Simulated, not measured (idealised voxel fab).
Process module heading - voxel self aligned contacts
Shown is cross-section cut, with a width of 195 nm and square cells of size 5 nm.
Cross-section, as written here: a square-cell grid given band by band from the top down, where a band holds one or more rows of cells.
The band entry comprises the height of the band's top followed by the height of its bottom, expressed in nm, and subsequently the band's materials from left to right, each stated together with its width in nm. Where a single material is marked with the word "everywhere", that material fills the band from edge to edge. The word "blank" represents empty space.
Basically, 0 is our baseline, since under it the wafer straight out of the box is all one material. The bottom band has no lower end and keeps on going down, so it looks like "0 nm and below".
Quick explanation for "30 to 40": the width changes in equal steps down the rows of cells, from the first number in the band's top row to the second number in its bottom row.
Any step labelled "no modifications" changed none of the cells in the cross-section.
Listed in "Sealed internal voids": every empty space of 8 or more cells without an open way to the top. Form: width x height at distance, the distance being from the left edge, all in nm.
Anything after a step's settings on that line? It's the simulator's own note about the step.
You can add "overlay nm" to a step's line. For a step with a mask, it describes how far the mask lay to the right of its planned position, and a negative number describes a lay to the left.
The process steps that were planned are listed below
1) RECEIVE with material Si
2) OXIDIZE with depth nm 5
3) DIRECTIONAL_DEP with material polySi, thk nm 20
4) DIRECTIONAL_DEP with material SiN, thk nm 20
5) MASKED_ETCH with tone cover, mask id GATE, width nm 35, pitch nm 65, etch materials SiN, depth nm 20, overlay nm 0
6) MASKED_ETCH with tone cover, mask id GATE, width nm 35, pitch nm 65, etch materials polySi, depth nm 20, overlay nm 0
7) CONFORMAL_DEP with material SiN, thk nm 5
8) DIRECTIONAL_ETCH with etch materials SiN, depth nm 5
9) FILL_DEP with material SiO2, thk nm 20
10) CMP with height nm 50
11) MASKED_ETCH with tone open, mask id CONTACT, width nm 50, etch materials SiO2, depth nm 55, overlay nm 0
12) CONFORMAL_DEP with material TiN, thk nm 5
13) FILL_DEP with material W, thk nm 10
14) CMP with height nm 50
15) CONFORMAL_DEP with material SiCN, thk nm 5
As received (post step 1): cross-section
    0 nm and below | Si everywhere
    Sealed internal voids: none
Same starting wafer, same plan as above, one mistake in the execution; this is the cross-section at the end of the module
    55 nm to 50 nm | SiCN everywhere
    50 nm to 40 nm | SiO2: 75 / TiN: 5 to 15 / W: 35 to 10 / TiN: 5 to 20 / SiO2: 75
    40 nm to 20 nm | SiO2: 40 / SiN: 45 / TiN: 5 / W: 10 / TiN: 5 / SiN: 45 / SiO2: 45
    20 nm to 0 nm | SiO2: 40 / SiN: 5 / polySi: 35 / SiN: 5 / TiN: 5 / W: 10 / TiN: 5 / SiN: 5 / polySi: 35 / SiN: 5 / SiO2: 45
    0 nm to -5 nm | SiO2: 85 / TiN: 20 / SiO2: 90
    -5 nm and below | Si everywhere
    Sealed internal voids: none
Plan not followed: step 11 went in with a setting other than planned; the actual run was MASKED_ETCH with tone open, mask id CONTACT, width nm 45, etch materials SiO2, depth nm 55, overlay nm 0
